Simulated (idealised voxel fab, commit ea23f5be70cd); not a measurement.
process module | voxel self aligned vias
cross-section cut | 145 nm wide | cells 5 nm
A cross-section is a grid of square cells, given in bands from the top down. A band is one or more rows of cells.
Each band's line starts with the height of the band's top and of its bottom, in nm. Then come its materials from left to right, each with its width in nm. One material with "throughout" fills the band from edge to edge. "air" is empty space.
Height 0 is the level under which the wafer as received is all one material. The lowest band goes on downwards, as in "0 down".
A width such as "30 to 40" changes by the same amount from each row of cells to the next, from the band's top row to its bottom row.
"no change" after a step means that no cell of the cross-section changed.
closed voids: empty space of 8 cells or more with no open way to the top, each as width x height at its distance from the left edge, in nm
after a step's settings: what the simulator itself notes on the step
overlay nm, on a step with a mask: how far to the right of its planned place the mask lay; to the left if negative
plan
1 op RECEIVE | material Si
2 op CONFORMAL_DEP | material SiO2 | thk nm 15
3 op CONFORMAL_DEP | material SiCN | thk nm 5
4 op DIRECTIONAL_DEP | material SiO2 | thk nm 20
5 op DIRECTIONAL_DEP | material aC | thk nm 15
6 op PATTERN | tone open | mask id LINES | material resist | width nm 25 | pitch nm 65 | thk nm 35 | overlay nm 0
7 op DIRECTIONAL_ETCH | etch materials aC | depth nm 15
8 op STRIP | etch materials resist
9 op DIRECTIONAL_ETCH | etch materials SiO2 | depth nm 20
10 op STRIP | etch materials aC
11 op CONFORMAL_DEP | material TiN | thk nm 5
12 op FILL_DEP | material Ru | thk nm 5
13 op CMP | height nm 40
14 op SELECTIVE_ETCH | etch materials W Ru TiN | depth nm 5
15 op FILL_DEP | material SiN | thk nm 5
16 op CMP | height nm 30
17 op DIRECTIONAL_DEP | material SiO2 | thk nm 20
18 op DIRECTIONAL_DEP | material aC | thk nm 10
19 op PATTERN | tone open | mask id VIAS | material resist | width nm 45 | thk nm 25 | overlay nm 0
20 op DIRECTIONAL_ETCH | etch materials aC | depth nm 10
21 op STRIP | etch materials resist
22 op DIRECTIONAL_ETCH | etch materials SiO2 | depth nm 20
23 op DIRECTIONAL_ETCH | etch materials SiN | depth nm 5
24 op STRIP | etch materials aC
25 op CONFORMAL_DEP | material TiN | thk nm 5
26 op FILL_DEP | material W | thk nm 10
27 op CMP | height nm 60
28 op CONFORMAL_DEP | material SiN | thk nm 5
varied across the wafers: height nm of step 16. The plan shows the first wafer's value. All wafers start alike
first wafer as received, after step 1
  0 down: Si throughout
  closed voids: none
each wafer at the end: cells of each material gained (+) or lost (-) since it was received, then its closed voids
height nm 30 | +6 Ru | +29 SiCN | +29 SiN | +205 SiO2 | +51 TiN | +57 W | closed voids: none
height nm 35 | +12 Ru | +29 SiCN | +29 SiN | +224 SiO2 | +55 TiN | +28 W | closed voids: none
height nm 40 | +12 Ru | +29 SiCN | +34 SiN | +243 SiO2 | +35 TiN | +24 W | closed voids: none
height nm 45 | +12 Ru | +29 SiCN | +59 SiN | +223 SiO2 | +33 TiN | +21 W | closed voids: none
